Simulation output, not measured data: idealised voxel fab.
Documented hereafter: the process module known as voxel self aligned contacts.
We display cut, a cross-section 235 nm in width whose square cells are each 5 nm.
Format of a cross-section: grid, square cells. Given as bands. Order: top down. Band: one or more rows of cells. The band entry comprises the height of the band's top followed by the height of its bottom, expressed in nm, and subsequently the band's materials from left to right, each stated together with its width in nm. Where a single material is marked with the word "edge to edge", that material fills the band from edge to edge. The word "empty" represents empty space. Counting heights begins at 0, where everything beneath is, in the wafer as received, one material. The lowest band has no bottom; it goes on downwards, as "top 0, no bottom" shows. You'd read "30->40" like this: the band's top row of cells is as wide as the first number, its bottom row is as wide as the second, and going down, every row changes width by the same amount as the row before did. When a step is marked "same as before", none of the cells in the cross-section changed during that step. "Enclosed internal cavities": empty spaces of 8 cells or more with no open way to the top, each given as width x height at distance, distance from the left edge, all in nm. Text after the settings on a step's line: the simulator's own remark on that step. On any step carrying a mask, the "overlay nm" setting, if present on the step's line, tells how far right of its planned place the mask lay; negative values point to the left. From here on the document is pairs. In a pair, the cross-section before one process step comes with the cross-section after it, and the latter goes no deeper than the lowest band that changed. What lies in between, the step and its settings, is written under the pair. A pair may be from a different run of this module on the same starting wafer than the pair above it, so it continues from that pair only where its entry headed "Before-step section" says so.
-- Before-step section
	top 0, no bottom | Si edge to edge
	Enclosed internal cavities: none
-- As Processed
	top 0, bottom -5 | SiO2 edge to edge
	Anything lower than -5 is untouched.
	Enclosed internal cavities: none
Step sandwiched between the two cross-sections above: OXIDIZE, depth nm 5
Before-step section: refer to the pair immediately above; the cross-section shown after its step is the state before this one.
-- As Processed
	top 30, bottom 0 | polySi edge to edge
	Anything lower than 0 is untouched.
	Enclosed internal cavities: none
Step sandwiched between the two cross-sections above: DIRECTIONAL_DEP, material polySi, thk nm 30
Before-step section: refer to the pair immediately above; the cross-section shown after its step is the state before this one.
-- As Processed
	top 50, bottom 30 | SiN edge to edge
	Anything lower than 30 is untouched.
	Enclosed internal cavities: none
Step sandwiched between the two cross-sections above: DIRECTIONAL_DEP, material SiN, thk nm 20
Before-step section: refer to the pair immediately above; the cross-section shown after its step is the state before this one.
-- As Processed
	top 65, bottom 50 | empty 30 nm | resist 30 nm | empty 40 nm | resist 30 nm | empty 40 nm | resist 30 nm | empty 35 nm
	Anything lower than 50 is untouched.
	Enclosed internal cavities: none
Step sandwiched between the two cross-sections above: PATTERN, tone cover, mask id GATE, material resist, width nm 30, pitch nm 70, thk nm 15, overlay nm 0
Before-step section: refer to the pair immediately above; the cross-section shown after its step is the state before this one.
-- As Processed
	top 65, bottom 50 | empty 30 nm | resist 30 nm | empty 40 nm | resist 30 nm | empty 40 nm | resist 30 nm | empty 35 nm
	top 50, bottom 30 | empty 30 nm | SiN 30 nm | empty 40 nm | SiN 30 nm | empty 40 nm | SiN 30 nm | empty 35 nm
	Anything lower than 30 is untouched.
	Enclosed internal cavities: none
Step sandwiched between the two cross-sections above: DIRECTIONAL_ETCH, etch materials SiN, depth nm 20
Before-step section: refer to the pair immediately above; the cross-section shown after its step is the state before this one.
-- As Processed
	top 65, bottom 50 | empty 30 nm | resist 30 nm | empty 40 nm | resist 30 nm | empty 40 nm | resist 30 nm | empty 35 nm
	top 50, bottom 30 | empty 30 nm | SiN 30 nm | empty 40 nm | SiN 30 nm | empty 40 nm | SiN 30 nm | empty 35 nm
	top 30, bottom 0 | empty 30 nm | polySi 30 nm | empty 40 nm | polySi 30 nm | empty 40 nm | polySi 30 nm | empty 35 nm
	Anything lower than 0 is untouched.
	Enclosed internal cavities: none
Step sandwiched between the two cross-sections above: DIRECTIONAL_ETCH, etch materials polySi, depth nm 30
Before-step section: refer to the pair immediately above; the cross-section shown after its step is the state before this one.
-- As Processed
	top 50, bottom 30 | empty 30 nm | SiN 30 nm | empty 40 nm | SiN 30 nm | empty 40 nm | SiN 30 nm | empty 35 nm
	Anything lower than 30 is untouched.
	Enclosed internal cavities: none
Step sandwiched between the two cross-sections above: STRIP, etch materials resist
Before-step section: refer to the pair immediately above; the cross-section shown after its step is the state before this one.
-- As Processed
	top 60, bottom 30 | empty 20 nm | SiN 50 nm | empty 20 nm | SiN 50 nm | empty 20 nm | SiN 50 nm | empty 25 nm
	top 30, bottom 10 | empty 20 nm | SiN 10 nm | polySi 30 nm | SiN 10 nm | empty 20 nm | SiN 10 nm | polySi 30 nm | SiN 10 nm | empty 20 nm | SiN 10 nm | polySi 30 nm | SiN 10 nm | empty 25 nm
	top 10, bottom 0 | SiN 30 nm | polySi 30 nm | SiN 40 nm | polySi 30 nm | SiN 40 nm | polySi 30 nm | SiN 35 nm
	Anything lower than 0 is untouched.
	Enclosed internal cavities: none
Step sandwiched between the two cross-sections above: CONFORMAL_DEP, material SiN, thk nm 10
Before-step section: refer to the pair immediately above; the cross-section shown after its step is the state before this one.
-- As Processed
	top 50, bottom 30 | empty 20 nm | SiN 50 nm | empty 20 nm | SiN 50 nm | empty 20 nm | SiN 50 nm | empty 25 nm
	top 30, bottom 0 | empty 20 nm | SiN 10 nm | polySi 30 nm | SiN 10 nm | empty 20 nm | SiN 10 nm | polySi 30 nm | SiN 10 nm | empty 20 nm | SiN 10 nm | polySi 30 nm | SiN 10 nm | empty 25 nm
	Anything lower than 0 is untouched.
	Enclosed internal cavities: none
Step sandwiched between the two cross-sections above: DIRECTIONAL_ETCH, etch materials SiN, depth nm 10
Before-step section: refer to the pair immediately above; the cross-section shown after its step is the state before this one.
-- As Processed
	top 70, bottom 50 | SiO2 edge to edge
	top 50, bottom 30 | SiO2 20 nm | SiN 50 nm | SiO2 20 nm | SiN 50 nm | SiO2 20 nm | SiN 50 nm | SiO2 25 nm
	top 30, bottom 0 | SiO2 20 nm | SiN 10 nm | polySi 30 nm | SiN 10 nm | SiO2 20 nm | SiN 10 nm | polySi 30 nm | SiN 10 nm | SiO2 20 nm | SiN 10 nm | polySi 30 nm | SiN 10 nm | SiO2 25 nm
	Anything lower than 0 is untouched.
	Enclosed internal cavities: none
Step sandwiched between the two cross-sections above: FILL_DEP, material SiO2, thk nm 20
Before-step section: refer to the pair immediately above; the cross-section shown after its step is the state before this one.
-- As Processed
	top 60, bottom 50 | SiO2 edge to edge
	Anything lower than 50 is untouched.
	Enclosed internal cavities: none
Step sandwiched between the two cross-sections above: CMP, height nm 60
Before-step section: refer to the pair immediately above; the cross-section shown after its step is the state before this one.
-- As Processed
	top 75, bottom 60 | aC edge to edge
	Anything lower than 60 is untouched.
	Enclosed internal cavities: none
Step sandwiched between the two cross-sections above: DIRECTIONAL_DEP, material aC, thk nm 15
Before-step section: refer to the pair immediately above; the cross-section shown after its step is the state before this one.
-- As Processed
	top 105, bottom 75 | resist 55 nm | empty 50 nm | resist 20 nm | empty 50 nm | resist 60 nm
	Anything lower than 75 is untouched.
	Enclosed internal cavities: none
Step sandwiched between the two cross-sections above: PATTERN, tone open, mask id CONTACT, material resist, width nm 50, pitch nm 70, thk nm 30, overlay nm 0
Before-step section: refer to the pair immediately above; the cross-section shown after its step is the state before this one.
-- As Processed
	top 90, bottom 75 | resist 55 nm | empty 50 nm | resist 20 nm | empty 50 nm | resist 60 nm
	top 75, bottom 60 | aC 55 nm | empty 50 nm | aC 20 nm | empty 50 nm | aC 60 nm
	Anything lower than 60 is untouched.
	Enclosed internal cavities: none
Step sandwiched between the two cross-sections above: DIRECTIONAL_ETCH, etch materials aC, depth nm 15
Before-step section: refer to the pair immediately above; the cross-section shown after its step is the state before this one.
-- As Processed
	top 75, bottom 60 | aC 55 nm | empty 50 nm | aC 20 nm | empty 50 nm | aC 60 nm
	Anything lower than 60 is untouched.
	Enclosed internal cavities: none
Step sandwiched between the two cross-sections above: STRIP, etch materials resist
Before-step section: refer to the pair immediately above; the cross-section shown after its step is the state before this one.
-- As Processed
	top 75, bottom 60 | aC 55 nm | empty 50 nm | aC 20 nm | empty 50 nm | aC 60 nm
	top 60, bottom 50 | SiO2 55 nm | empty 50 nm | SiO2 20 nm | empty 50 nm | SiO2 60 nm
	top 50, bottom 30 | SiO2 20 nm | SiN 50 nm | empty 20 nm | SiN 50 nm | empty 20 nm | SiN 50 nm | SiO2 25 nm
	top 30, bottom 0 | SiO2 20 nm | SiN 10 nm | polySi 30 nm | SiN 10 nm | empty 20 nm | SiN 10 nm | polySi 30 nm | SiN 10 nm | empty 20 nm | SiN 10 nm | polySi 30 nm | SiN 10 nm | SiO2 25 nm
	top 0, bottom -5 | SiO2 70 nm | empty 20 nm | SiO2 50 nm | empty 20 nm | SiO2 75 nm
	Anything lower than -5 is untouched.
	Enclosed internal cavities: none
Step sandwiched between the two cross-sections above: DIRECTIONAL_ETCH, etch materials SiO2, depth nm 65
Before-step section: refer to the pair immediately above; the cross-section shown after its step is the state before this one.
-- As Processed
	top 60, bottom 50 | SiO2 55 nm | empty 50 nm | SiO2 20 nm | empty 50 nm | SiO2 60 nm
	Anything lower than 50 is untouched.
	Enclosed internal cavities: none
Step sandwiched between the two cross-sections above: STRIP, etch materials aC
Before-step section: refer to the pair immediately above; the cross-section shown after its step is the state before this one.
-- As Processed
	top 65, bottom 60 | TiN 60 nm | empty 40 nm | TiN 30 nm | empty 40 nm | TiN 65 nm
	top 60, bottom 50 | SiO2 55 nm | TiN 5->20 nm | empty 40->10 nm | TiN 5->20 nm | SiO2 20 nm | TiN 5->20 nm | empty 40->10 nm | TiN 5->20 nm | SiO2 60 nm
	top 50, bottom 30 | SiO2 20 nm | SiN 50 nm | TiN 5 nm | empty 10 nm | TiN 5 nm | SiN 50 nm | TiN 5 nm | empty 10 nm | TiN 5 nm | SiN 50 nm | SiO2 25 nm
	top 30, bottom 0 | SiO2 20 nm | SiN 10 nm | polySi 30 nm | SiN 10 nm | TiN 5 nm | empty 10 nm | TiN 5 nm | SiN 10 nm | polySi 30 nm | SiN 10 nm | TiN 5 nm | empty 10 nm | TiN 5 nm | SiN 10 nm | polySi 30 nm | SiN 10 nm | SiO2 25 nm
	top 0, bottom -5 | SiO2 70 nm | TiN 20 nm | SiO2 50 nm | TiN 20 nm | SiO2 75 nm
	Anything lower than -5 is untouched.
	Enclosed internal cavities: none
Step sandwiched between the two cross-sections above: CONFORMAL_DEP, material TiN, thk nm 5
Before-step section: refer to the pair immediately above; the cross-section shown after its step is the state before this one.
-- As Processed
	top 70, bottom 65 | W edge to edge
	top 65, bottom 60 | TiN 60 nm | W 40 nm | TiN 30 nm | W 40 nm | TiN 65 nm
	top 60, bottom 50 | SiO2 55 nm | TiN 5->20 nm | W 40->10 nm | TiN 5->20 nm | SiO2 20 nm | TiN 5->20 nm | W 40->10 nm | TiN 5->20 nm | SiO2 60 nm
	top 50, bottom 30 | SiO2 20 nm | SiN 50 nm | TiN 5 nm | W 10 nm | TiN 5 nm | SiN 50 nm | TiN 5 nm | W 10 nm | TiN 5 nm | SiN 50 nm | SiO2 25 nm
	top 30, bottom 0 | SiO2 20 nm | SiN 10 nm | polySi 30 nm | SiN 10 nm | TiN 5 nm | W 10 nm | TiN 5 nm | SiN 10 nm | polySi 30 nm | SiN 10 nm | TiN 5 nm | W 10 nm | TiN 5 nm | SiN 10 nm | polySi 30 nm | SiN 10 nm | SiO2 25 nm
	Anything lower than 0 is untouched.
	Enclosed internal cavities: none
Step sandwiched between the two cross-sections above: FILL_DEP, material W, thk nm 5
Before-step section: refer to the pair immediately above; the cross-section shown after its step is the state before this one.
-- As Processed
	top 60, bottom 50 | SiO2 55 nm | TiN 5->20 nm | W 40->10 nm | TiN 5->20 nm | SiO2 20 nm | TiN 5->20 nm | W 40->10 nm | TiN 5->20 nm | SiO2 60 nm
	Anything lower than 50 is untouched.
	Enclosed internal cavities: none
Step sandwiched between the two cross-sections above: CMP, height nm 60
Before-step section: refer to the pair immediately above; the cross-section shown after its step is the state before this one.
-- As Processed
	top 65, bottom 60 | SiCN edge to edge
	Anything lower than 60 is untouched.
	Enclosed internal cavities: none
Step sandwiched between the two cross-sections above: CONFORMAL_DEP, material SiCN, thk nm 5
-- Before-step section
	top 0, no bottom | Si edge to edge
	Enclosed internal cavities: none
-- As Processed
	top 30, bottom 0 | polySi edge to edge
	Anything lower than 0 is untouched.
	Enclosed internal cavities: none
Step sandwiched between the two cross-sections above: DIRECTIONAL_DEP, material polySi, thk nm 30
Before-step section: refer to the pair immediately above; the cross-section shown after its step is the state before this one.
-- As Processed
	top 50, bottom 30 | SiN edge to edge
	Anything lower than 30 is untouched.
	Enclosed internal cavities: none
Step sandwiched between the two cross-sections above: DIRECTIONAL_DEP, material SiN, thk nm 20
Before-step section: refer to the pair immediately above; the cross-section shown after its step is the state before this one.
-- As Processed
	top 65, bottom 50 | empty 30 nm | resist 30 nm | empty 40 nm | resist 30 nm | empty 40 nm | resist 30 nm | empty 35 nm
	Anything lower than 50 is untouched.
	Enclosed internal cavities: none
Step sandwiched between the two cross-sections above: PATTERN, tone cover, mask id GATE, material resist, width nm 30, pitch nm 70, thk nm 15, overlay nm 0
Before-step section: refer to the pair immediately above; the cross-section shown after its step is the state before this one.
-- As Processed
	top 65, bottom 50 | empty 30 nm | resist 30 nm | empty 40 nm | resist 30 nm | empty 40 nm | resist 30 nm | empty 35 nm
	top 50, bottom 30 | empty 30 nm | SiN 30 nm | empty 40 nm | SiN 30 nm | empty 40 nm | SiN 30 nm | empty 35 nm
	Anything lower than 30 is untouched.
	Enclosed internal cavities: none
Step sandwiched between the two cross-sections above: DIRECTIONAL_ETCH, etch materials SiN, depth nm 20
Before-step section: refer to the pair immediately above; the cross-section shown after its step is the state before this one.
-- As Processed
	top 65, bottom 50 | empty 30 nm | resist 30 nm | empty 40 nm | resist 30 nm | empty 40 nm | resist 30 nm | empty 35 nm
	top 50, bottom 30 | empty 30 nm | SiN 30 nm | empty 40 nm | SiN 30 nm | empty 40 nm | SiN 30 nm | empty 35 nm
	top 30, bottom 0 | empty 30 nm | polySi 30 nm | empty 40 nm | polySi 30 nm | empty 40 nm | polySi 30 nm | empty 35 nm
	Anything lower than 0 is untouched.
	Enclosed internal cavities: none
Step sandwiched between the two cross-sections above: DIRECTIONAL_ETCH, etch materials polySi, depth nm 30
Before-step section: refer to the pair immediately above; the cross-section shown after its step is the state before this one.
-- As Processed
	top 50, bottom 30 | empty 30 nm | SiN 30 nm | empty 40 nm | SiN 30 nm | empty 40 nm | SiN 30 nm | empty 35 nm
	Anything lower than 30 is untouched.
	Enclosed internal cavities: none
Step sandwiched between the two cross-sections above: STRIP, etch materials resist
Before-step section: refer to the pair immediately above; the cross-section shown after its step is the state before this one.
-- As Processed
	top 60, bottom 30 | empty 20 nm | SiN 50 nm | empty 20 nm | SiN 50 nm | empty 20 nm | SiN 50 nm | empty 25 nm
	top 30, bottom 10 | empty 20 nm | SiN 10 nm | polySi 30 nm | SiN 10 nm | empty 20 nm | SiN 10 nm | polySi 30 nm | SiN 10 nm | empty 20 nm | SiN 10 nm | polySi 30 nm | SiN 10 nm | empty 25 nm
	top 10, bottom 0 | SiN 30 nm | polySi 30 nm | SiN 40 nm | polySi 30 nm | SiN 40 nm | polySi 30 nm | SiN 35 nm
	Anything lower than 0 is untouched.
	Enclosed internal cavities: none
Step sandwiched between the two cross-sections above: CONFORMAL_DEP, material SiN, thk nm 10
Before-step section: refer to the pair immediately above; the cross-section shown after its step is the state before this one.
-- As Processed
	top 50, bottom 30 | empty 20 nm | SiN 50 nm | empty 20 nm | SiN 50 nm | empty 20 nm | SiN 50 nm | empty 25 nm
	top 30, bottom 0 | empty 20 nm | SiN 10 nm | polySi 30 nm | SiN 10 nm | empty 20 nm | SiN 10 nm | polySi 30 nm | SiN 10 nm | empty 20 nm | SiN 10 nm | polySi 30 nm | SiN 10 nm | empty 25 nm
	Anything lower than 0 is untouched.
	Enclosed internal cavities: none
Step sandwiched between the two cross-sections above: DIRECTIONAL_ETCH, etch materials SiN, depth nm 10
Before-step section: refer to the pair immediately above; the cross-section shown after its step is the state before this one.
-- As Processed
	top 70, bottom 50 | SiO2 edge to edge
	top 50, bottom 30 | SiO2 20 nm | SiN 50 nm | SiO2 20 nm | SiN 50 nm | SiO2 20 nm | SiN 50 nm | SiO2 25 nm
	top 30, bottom 0 | SiO2 20 nm | SiN 10 nm | polySi 30 nm | SiN 10 nm | SiO2 20 nm | SiN 10 nm | polySi 30 nm | SiN 10 nm | SiO2 20 nm | SiN 10 nm | polySi 30 nm | SiN 10 nm | SiO2 25 nm
	Anything lower than 0 is untouched.
	Enclosed internal cavities: none
Step sandwiched between the two cross-sections above: FILL_DEP, material SiO2, thk nm 20
Before-step section: refer to the pair immediately above; the cross-section shown after its step is the state before this one.
-- As Processed
	top 60, bottom 50 | SiO2 edge to edge
	Anything lower than 50 is untouched.
	Enclosed internal cavities: none
Step sandwiched between the two cross-sections above: CMP, height nm 60
Before-step section: refer to the pair immediately above; the cross-section shown after its step is the state before this one.
-- As Processed
	top 75, bottom 60 | aC edge to edge
	Anything lower than 60 is untouched.
	Enclosed internal cavities: none
Step sandwiched between the two cross-sections above: DIRECTIONAL_DEP, material aC, thk nm 15
Before-step section: refer to the pair immediately above; the cross-section shown after its step is the state before this one.
-- As Processed
	top 105, bottom 75 | resist 55 nm | empty 50 nm | resist 20 nm | empty 50 nm | resist 60 nm
	Anything lower than 75 is untouched.
	Enclosed internal cavities: none
Step sandwiched between the two cross-sections above: PATTERN, tone open, mask id CONTACT, material resist, width nm 50, pitch nm 70, thk nm 30, overlay nm 0
Before-step section: refer to the pair immediately above; the cross-section shown after its step is the state before this one.
-- As Processed
	top 90, bottom 75 | resist 55 nm | empty 50 nm | resist 20 nm | empty 50 nm | resist 60 nm
	top 75, bottom 60 | aC 55 nm | empty 50 nm | aC 20 nm | empty 50 nm | aC 60 nm
	Anything lower than 60 is untouched.
	Enclosed internal cavities: none
Step sandwiched between the two cross-sections above: DIRECTIONAL_ETCH, etch materials aC, depth nm 15
Before-step section: refer to the pair immediately above; the cross-section shown after its step is the state before this one.
-- As Processed
	top 75, bottom 60 | aC 55 nm | empty 50 nm | aC 20 nm | empty 50 nm | aC 60 nm
	Anything lower than 60 is untouched.
	Enclosed internal cavities: none
Step sandwiched between the two cross-sections above: STRIP, etch materials resist
Before-step section: refer to the pair immediately above; the cross-section shown after its step is the state before this one.
-- As Processed
	top 75, bottom 60 | aC 55 nm | empty 50 nm | aC 20 nm | empty 50 nm | aC 60 nm
	top 60, bottom 50 | SiO2 55 nm | empty 50 nm | SiO2 20 nm | empty 50 nm | SiO2 60 nm
	top 50, bottom 30 | SiO2 20 nm | SiN 50 nm | empty 20 nm | SiN 50 nm | empty 20 nm | SiN 50 nm | SiO2 25 nm
	top 30, bottom 0 | SiO2 20 nm | SiN 10 nm | polySi 30 nm | SiN 10 nm | empty 20 nm | SiN 10 nm | polySi 30 nm | SiN 10 nm | empty 20 nm | SiN 10 nm | polySi 30 nm | SiN 10 nm | SiO2 25 nm
	Anything lower than 0 is untouched.
	Enclosed internal cavities: none
Step sandwiched between the two cross-sections above: DIRECTIONAL_ETCH, etch materials SiO2, depth nm 65
Before-step section: refer to the pair immediately above; the cross-section shown after its step is the state before this one.
-- As Processed
	top 60, bottom 50 | SiO2 55 nm | empty 50 nm | SiO2 20 nm | empty 50 nm | SiO2 60 nm
	Anything lower than 50 is untouched.
	Enclosed internal cavities: none
Step sandwiched between the two cross-sections above: STRIP, etch materials aC
Before-step section: refer to the pair immediately above; the cross-section shown after its step is the state before this one.
-- As Processed
	top 65, bottom 60 | TiN 60 nm | empty 40 nm | TiN 30 nm | empty 40 nm | TiN 65 nm
	top 60, bottom 50 | SiO2 55 nm | TiN 5->20 nm | empty 40->10 nm | TiN 5->20 nm | SiO2 20 nm | TiN 5->20 nm | empty 40->10 nm | TiN 5->20 nm | SiO2 60 nm
	top 50, bottom 30 | SiO2 20 nm | SiN 50 nm | TiN 5 nm | empty 10 nm | TiN 5 nm | SiN 50 nm | TiN 5 nm | empty 10 nm | TiN 5 nm | SiN 50 nm | SiO2 25 nm
	top 30, bottom 5 | SiO2 20 nm | SiN 10 nm | polySi 30 nm | SiN 10 nm | TiN 5 nm | empty 10 nm | TiN 5 nm | SiN 10 nm | polySi 30 nm | SiN 10 nm | TiN 5 nm | empty 10 nm | TiN 5 nm | SiN 10 nm | polySi 30 nm | SiN 10 nm | SiO2 25 nm
	top 5, bottom 0 | SiO2 20 nm | SiN 10 nm | polySi 30 nm | SiN 10 nm | TiN 20 nm | SiN 10 nm | polySi 30 nm | SiN 10 nm | TiN 20 nm | SiN 10 nm | polySi 30 nm | SiN 10 nm | SiO2 25 nm
	Anything lower than 0 is untouched.
	Enclosed internal cavities: none
Step sandwiched between the two cross-sections above: CONFORMAL_DEP, material TiN, thk nm 5
Before-step section: refer to the pair immediately above; the cross-section shown after its step is the state before this one.
-- As Processed
	top 70, bottom 65 | W edge to edge
	top 65, bottom 60 | TiN 60 nm | W 40 nm | TiN 30 nm | W 40 nm | TiN 65 nm
	top 60, bottom 50 | SiO2 55 nm | TiN 5->20 nm | W 40->10 nm | TiN 5->20 nm | SiO2 20 nm | TiN 5->20 nm | W 40->10 nm | TiN 5->20 nm | SiO2 60 nm
	top 50, bottom 30 | SiO2 20 nm | SiN 50 nm | TiN 5 nm | W 10 nm | TiN 5 nm | SiN 50 nm | TiN 5 nm | W 10 nm | TiN 5 nm | SiN 50 nm | SiO2 25 nm
	top 30, bottom 5 | SiO2 20 nm | SiN 10 nm | polySi 30 nm | SiN 10 nm | TiN 5 nm | W 10 nm | TiN 5 nm | SiN 10 nm | polySi 30 nm | SiN 10 nm | TiN 5 nm | W 10 nm | TiN 5 nm | SiN 10 nm | polySi 30 nm | SiN 10 nm | SiO2 25 nm
	Anything lower than 5 is untouched.
	Enclosed internal cavities: none
Step sandwiched between the two cross-sections above: FILL_DEP, material W, thk nm 5
Before-step section: refer to the pair immediately above; the cross-section shown after its step is the state before this one.
-- As Processed
	top 60, bottom 50 | SiO2 55 nm | TiN 5->20 nm | W 40->10 nm | TiN 5->20 nm | SiO2 20 nm | TiN 5->20 nm | W 40->10 nm | TiN 5->20 nm | SiO2 60 nm
	Anything lower than 50 is untouched.
	Enclosed internal cavities: none
Step sandwiched between the two cross-sections above: CMP, height nm 60
Before-step section: refer to the pair immediately above; the cross-section shown after its step is the state before this one.
-- As Processed
	top 65, bottom 60 | SiCN edge to edge
	Anything lower than 60 is untouched.
	Enclosed internal cavities: none
Step sandwiched between the two cross-sections above: CONFORMAL_DEP, material SiCN, thk nm 5
-- Before-step section
	top 30, bottom 0 | polySi edge to edge
	top 0, bottom -5 | SiO2 edge to edge
	top -5, no bottom | Si edge to edge
	Enclosed internal cavities: none
-- As Processed
	top 60, bottom 0 | polySi edge to edge
	Anything lower than 0 is untouched.
	Enclosed internal cavities: none
Step sandwiched between the two cross-sections above: DIRECTIONAL_DEP, material polySi, thk nm 30
Before-step section: refer to the pair immediately above; the cross-section shown after its step is the state before this one.
-- As Processed
	top 80, bottom 60 | SiN edge to edge
	Anything lower than 60 is untouched.
	Enclosed internal cavities: none
Step sandwiched between the two cross-sections above: DIRECTIONAL_DEP, material SiN, thk nm 20
Before-step section: refer to the pair immediately above; the cross-section shown after its step is the state before this one.
-- As Processed
	top 95, bottom 80 | empty 30 nm | resist 30 nm | empty 40 nm | resist 30 nm | empty 40 nm | resist 30 nm | empty 35 nm
	Anything lower than 80 is untouched.
	Enclosed internal cavities: none
Step sandwiched between the two cross-sections above: PATTERN, tone cover, mask id GATE, material resist, width nm 30, pitch nm 70, thk nm 15, overlay nm 0
Before-step section: refer to the pair immediately above; the cross-section shown after its step is the state before this one.
-- As Processed
	top 95, bottom 80 | empty 30 nm | resist 30 nm | empty 40 nm | resist 30 nm | empty 40 nm | resist 30 nm | empty 35 nm
	top 80, bottom 60 | empty 30 nm | SiN 30 nm | empty 40 nm | SiN 30 nm | empty 40 nm | SiN 30 nm | empty 35 nm
	Anything lower than 60 is untouched.
	Enclosed internal cavities: none
Step sandwiched between the two cross-sections above: DIRECTIONAL_ETCH, etch materials SiN, depth nm 20
Before-step section: refer to the pair immediately above; the cross-section shown after its step is the state before this one.
-- As Processed
	top 95, bottom 80 | empty 30 nm | resist 30 nm | empty 40 nm | resist 30 nm | empty 40 nm | resist 30 nm | empty 35 nm
	top 80, bottom 60 | empty 30 nm | SiN 30 nm | empty 40 nm | SiN 30 nm | empty 40 nm | SiN 30 nm | empty 35 nm
	top 60, bottom 30 | empty 30 nm | polySi 30 nm | empty 40 nm | polySi 30 nm | empty 40 nm | polySi 30 nm | empty 35 nm
	Anything lower than 30 is untouched.
	Enclosed internal cavities: none
Step sandwiched between the two cross-sections above: DIRECTIONAL_ETCH, etch materials polySi, depth nm 30
Before-step section: refer to the pair immediately above; the cross-section shown after its step is the state before this one.
-- As Processed
	top 80, bottom 60 | empty 30 nm | SiN 30 nm | empty 40 nm | SiN 30 nm | empty 40 nm | SiN 30 nm | empty 35 nm
	Anything lower than 60 is untouched.
	Enclosed internal cavities: none
Step sandwiched between the two cross-sections above: STRIP, etch materials resist
Before-step section: refer to the pair immediately above; the cross-section shown after its step is the state before this one.
-- As Processed
	top 90, bottom 60 | empty 20 nm | SiN 50 nm | empty 20 nm | SiN 50 nm | empty 20 nm | SiN 50 nm | empty 25 nm
	top 60, bottom 40 | empty 20 nm | SiN 10 nm | polySi 30 nm | SiN 10 nm | empty 20 nm | SiN 10 nm | polySi 30 nm | SiN 10 nm | empty 20 nm | SiN 10 nm | polySi 30 nm | SiN 10 nm | empty 25 nm
	top 40, bottom 30 | SiN 30 nm | polySi 30 nm | SiN 40 nm | polySi 30 nm | SiN 40 nm | polySi 30 nm | SiN 35 nm
	Anything lower than 30 is untouched.
	Enclosed internal cavities: none
Step sandwiched between the two cross-sections above: CONFORMAL_DEP, material SiN, thk nm 10
Before-step section: refer to the pair immediately above; the cross-section shown after its step is the state before this one.
-- As Processed
	top 80, bottom 60 | empty 20 nm | SiN 50 nm | empty 20 nm | SiN 50 nm | empty 20 nm | SiN 50 nm | empty 25 nm
	top 60, bottom 30 | empty 20 nm | SiN 10 nm | polySi 30 nm | SiN 10 nm | empty 20 nm | SiN 10 nm | polySi 30 nm | SiN 10 nm | empty 20 nm | SiN 10 nm | polySi 30 nm | SiN 10 nm | empty 25 nm
	Anything lower than 30 is untouched.
	Enclosed internal cavities: none
Step sandwiched between the two cross-sections above: DIRECTIONAL_ETCH, etch materials SiN, depth nm 10
Before-step section: refer to the pair immediately above; the cross-section shown after its step is the state before this one.
-- As Processed
	top 100, bottom 80 | SiO2 edge to edge
	top 80, bottom 60 | SiO2 20 nm | SiN 50 nm | SiO2 20 nm | SiN 50 nm | SiO2 20 nm | SiN 50 nm | SiO2 25 nm
	top 60, bottom 30 | SiO2 20 nm | SiN 10 nm | polySi 30 nm | SiN 10 nm | SiO2 20 nm | SiN 10 nm | polySi 30 nm | SiN 10 nm | SiO2 20 nm | SiN 10 nm | polySi 30 nm | SiN 10 nm | SiO2 25 nm
	Anything lower than 30 is untouched.
	Enclosed internal cavities: none
Step sandwiched between the two cross-sections above: FILL_DEP, material SiO2, thk nm 20
Before-step section: refer to the pair immediately above; the cross-section shown after its step is the state before this one.
-- As Processed
	top 60, bottom 30 | SiO2 20 nm | SiN 10 nm | polySi 30 nm | SiN 10 nm | SiO2 20 nm | SiN 10 nm | polySi 30 nm | SiN 10 nm | SiO2 20 nm | SiN 10 nm | polySi 30 nm | SiN 10 nm | SiO2 25 nm
	Anything lower than 30 is untouched.
	Enclosed internal cavities: none
Step sandwiched between the two cross-sections above: CMP, height nm 60
Before-step section: refer to the pair immediately above; the cross-section shown after its step is the state before this one.
-- As Processed
	top 75, bottom 60 | aC edge to edge
	Anything lower than 60 is untouched.
	Enclosed internal cavities: none
Step sandwiched between the two cross-sections above: DIRECTIONAL_DEP, material aC, thk nm 15
Before-step section: refer to the pair immediately above; the cross-section shown after its step is the state before this one.
-- As Processed
	top 105, bottom 75 | resist 55 nm | empty 50 nm | resist 20 nm | empty 50 nm | resist 60 nm
	Anything lower than 75 is untouched.
	Enclosed internal cavities: none
Step sandwiched between the two cross-sections above: PATTERN, tone open, mask id CONTACT, material resist, width nm 50, pitch nm 70, thk nm 30, overlay nm 0
Before-step section: refer to the pair immediately above; the cross-section shown after its step is the state before this one.
-- As Processed
	top 90, bottom 75 | resist 55 nm | empty 50 nm | resist 20 nm | empty 50 nm | resist 60 nm
	top 75, bottom 60 | aC 55 nm | empty 50 nm | aC 20 nm | empty 50 nm | aC 60 nm
	Anything lower than 60 is untouched.
	Enclosed internal cavities: none
Step sandwiched between the two cross-sections above: DIRECTIONAL_ETCH, etch materials aC, depth nm 15
Before-step section: refer to the pair immediately above; the cross-section shown after its step is the state before this one.
-- As Processed
	top 75, bottom 60 | aC 55 nm | empty 50 nm | aC 20 nm | empty 50 nm | aC 60 nm
	Anything lower than 60 is untouched.
	Enclosed internal cavities: none
Step sandwiched between the two cross-sections above: STRIP, etch materials resist
Before-step section: refer to the pair immediately above; the cross-section shown after its step is the state before this one.
-- As Processed
	top 75, bottom 60 | aC 55 nm | empty 50 nm | aC 20 nm | empty 50 nm | aC 60 nm
	top 60, bottom 30 | SiO2 20 nm | SiN 10 nm | polySi 30 nm | SiN 10 nm | empty 20 nm | SiN 10 nm | polySi 30 nm | SiN 10 nm | empty 20 nm | SiN 10 nm | polySi 30 nm | SiN 10 nm | SiO2 25 nm
	Anything lower than 30 is untouched.
	Enclosed internal cavities: none
Step sandwiched between the two cross-sections above: DIRECTIONAL_ETCH, etch materials SiO2, depth nm 65
Before-step section: refer to the pair immediately above; the cross-section shown after its step is the state before this one.
-- As Processed
	top 60, bottom 30 | SiO2 20 nm | SiN 10 nm | polySi 30 nm | SiN 10 nm | empty 20 nm | SiN 10 nm | polySi 30 nm | SiN 10 nm | empty 20 nm | SiN 10 nm | polySi 30 nm | SiN 10 nm | SiO2 25 nm
	Anything lower than 30 is untouched.
	Enclosed internal cavities: none
Step sandwiched between the two cross-sections above: STRIP, etch materials aC
